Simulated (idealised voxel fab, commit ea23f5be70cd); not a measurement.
Title: Process Module voxel capacitor over wiring
Section shown: cut. Width: 175 nm. Cell size: 5 nm, square.
A cross-section in this document is a grid of square cells, and it is written down as bands, the top band listed before the ones below it; a band is made up of one or more rows of cells. This entry defines a band. It first specifies the height of the band's top and the height of its bottom in nm, and then specifies the band's materials from left to right, stating each material with its width in nm. The word "everywhere" identifies a single material that fills the band from edge to edge, while the word "empty" identifies empty space. It should be noted that heights are counted from 0, beneath which the wafer as supplied is of one material throughout, and that the lowest band possesses no lower boundary but continues downward, as written in "from 0 down". It should be noted that a width expressed as "30 to 40" varies in equal increments from row to row of cells within the band, taking the value of the first number at the top row and that of the second number at the bottom row. Step marked "no modifications"? Then no cell in the cross-section changed in it. Closed-off voids of 8+ cells (no open route to the top) go in "Closed void list", written width x height at distance from the left edge, in nm. What comes after the settings on a step's line is commentary from the simulator itself on that step. overlay nm: right-of-plan distance of the mask on a masked step; negative values mean left-of-plan.
-- The process steps that were planned are listed below
step 1: op RECEIVE | material Si
step 2: op CONFORMAL_DEP | material SiO2 | thk nm 15
step 3: op DIRECTIONAL_DEP | material TiN | thk nm 5
step 4: op DIRECTIONAL_DEP | material Ru | thk nm 20
step 5: op DIRECTIONAL_DEP | material aC | thk nm 15
step 6: op PATTERN | tone cover | mask id METAL_1 | material resist | width nm 30 | pitch nm 80 | thk nm 35 | overlay nm 0
step 7: op DIRECTIONAL_ETCH | etch materials aC | depth nm 15
step 8: op STRIP | etch materials resist
step 9: op DIRECTIONAL_ETCH | etch materials Ru | depth nm 20
step 10: op DIRECTIONAL_ETCH | etch materials TiN | depth nm 5
step 11: op STRIP | etch materials aC
step 12: op FILL_DEP | material lowk | thk nm 5
step 13: op CMP | height nm 40
step 14: op CONFORMAL_DEP | material SiCN | thk nm 5
step 15: op DIRECTIONAL_DEP | material lowk | thk nm 20
step 16: op DIRECTIONAL_DEP | material aC | thk nm 10
step 17: op PATTERN | tone open | mask id PLUG_1 | material resist | width nm 15 | thk nm 25 | overlay nm 0
step 18: op DIRECTIONAL_ETCH | etch materials aC | depth nm 10
step 19: op STRIP | etch materials resist
step 20: op DIRECTIONAL_ETCH | etch materials lowk | depth nm 20
step 21: op DIRECTIONAL_ETCH | etch materials SiCN | depth nm 5
step 22: op STRIP | etch materials aC
step 23: op CONFORMAL_DEP | material TiN | thk nm 5
step 24: op FILL_DEP | material Ru | thk nm 5
step 25: op CMP | height nm 65
step 26: op DIRECTIONAL_DEP | material TiN | thk nm 10
step 27: op DIRECTIONAL_DEP | material SiN | thk nm 5
step 28: op DIRECTIONAL_DEP | material TiN | thk nm 10
step 29: op DIRECTIONAL_DEP | material aC | thk nm 15
step 30: op PATTERN | tone cover | mask id UPPER_PLATE | material resist | width nm 55 | thk nm 30 | overlay nm 0
step 31: op DIRECTIONAL_ETCH | etch materials aC | depth nm 15
step 32: op STRIP | etch materials resist
step 33: op DIRECTIONAL_ETCH | etch materials TiN | depth nm 10
step 34: op DIRECTIONAL_ETCH | etch materials SiN | depth nm 5
step 35: op STRIP | etch materials aC
step 36: op DIRECTIONAL_DEP | material aC | thk nm 10
step 37: op PATTERN | tone cover | mask id LOWER_PLATE | material resist | width nm 65 | thk nm 30 | overlay nm 0
step 38: op DIRECTIONAL_ETCH | etch materials aC | depth nm 10
step 39: op STRIP | etch materials resist
step 40: op DIRECTIONAL_ETCH | etch materials TiN | depth nm 10
step 41: op STRIP | etch materials aC
step 42: op FILL_DEP | material SiO2 | thk nm 20
step 43: op CMP | height nm 105
step 44: op MASKED_ETCH | tone open | mask id PLUG_2 | width nm 15 | etch materials SiO2 | depth nm 15 | overlay nm 0
step 45: op CONFORMAL_DEP | material TiN | thk nm 5
step 46: op FILL_DEP | material Ru | thk nm 5
step 47: op CMP | height nm 105
step 48: op CONFORMAL_DEP | material SiCN | thk nm 5
-- Shown in cross-section is the wafer as received, that is, as it stands after step 1
    from 0 down | Si everywhere
    Closed void list: none
-- First of two wafers: cross-section at end of module, run per plan
    from 110 to 105 | SiCN everywhere
    from 105 to 95 | 55 of SiO2, 5 of TiN, 5 of Ru, 5 of TiN, 105 of SiO2
    from 95 to 90 | 55 of SiO2, 15 of TiN, 105 of SiO2
    from 90 to 80 | 45 of SiO2, 55 of TiN, 75 of SiO2
    from 80 to 75 | 45 of SiO2, 55 of SiN, 75 of SiO2
    from 75 to 65 | 40 of SiO2, 65 of TiN, 70 of SiO2
    from 65 to 45 | 45 of lowk, 5 of TiN, 5 of Ru, 5 of TiN, 115 of lowk
    from 45 to 40 | 45 of SiCN, 15 of TiN, 115 of SiCN
    from 40 to 20 | 30 of lowk, 30 of Ru, 50 of lowk, 30 of Ru, 35 of lowk
    from 20 to 15 | 30 of lowk, 30 of TiN, 50 of lowk, 30 of TiN, 35 of lowk
    from 15 to 0 | SiO2 everywhere
    from 0 down | Si everywhere
    Closed void list: none
-- Cross-section, wafer two of two, end of module: same start and plan as wafer one, one error in execution
    from 110 to 105 | SiCN everywhere
    from 105 to 95 | 55 of SiO2, 5 of TiN, 5 of Ru, 5 of TiN, 105 of SiO2
    from 95 to 90 | 55 of SiO2, 15 of TiN, 105 of SiO2
    from 90 to 80 | 45 of SiO2, 55 of TiN, 75 of SiO2
    from 80 to 75 | 45 of SiO2, 55 of SiN, 75 of SiO2
    from 75 to 65 | 40 of SiO2, 65 of TiN, 70 of SiO2
    from 65 to 45 | 40 of Ru, 5 of TiN, 15 of lowk, 5 of TiN, 110 of Ru
    from 45 to 40 | 45 of TiN, 15 of SiCN, 115 of TiN
    from 40 to 20 | 30 of lowk, 30 of Ru, 50 of lowk, 30 of Ru, 35 of lowk
    from 20 to 15 | 30 of lowk, 30 of TiN, 50 of lowk, 30 of TiN, 35 of lowk
    from 15 to 0 | SiO2 everywhere
    from 0 down | Si everywhere
    Closed void list: none
Heads up, the wafer didn't run the way we planned it: not per plan at step 17, really ran op PATTERN | tone cover | mask id PLUG_1 | material resist | width nm 15 | thk nm 25 | overlay nm 0
The final cell counts differ between the wafers, with the second having more or fewer of some materials than the first: 116 more of Ru | 29 fewer of SiCN | 29 more of TiN | 116 fewer of lowk
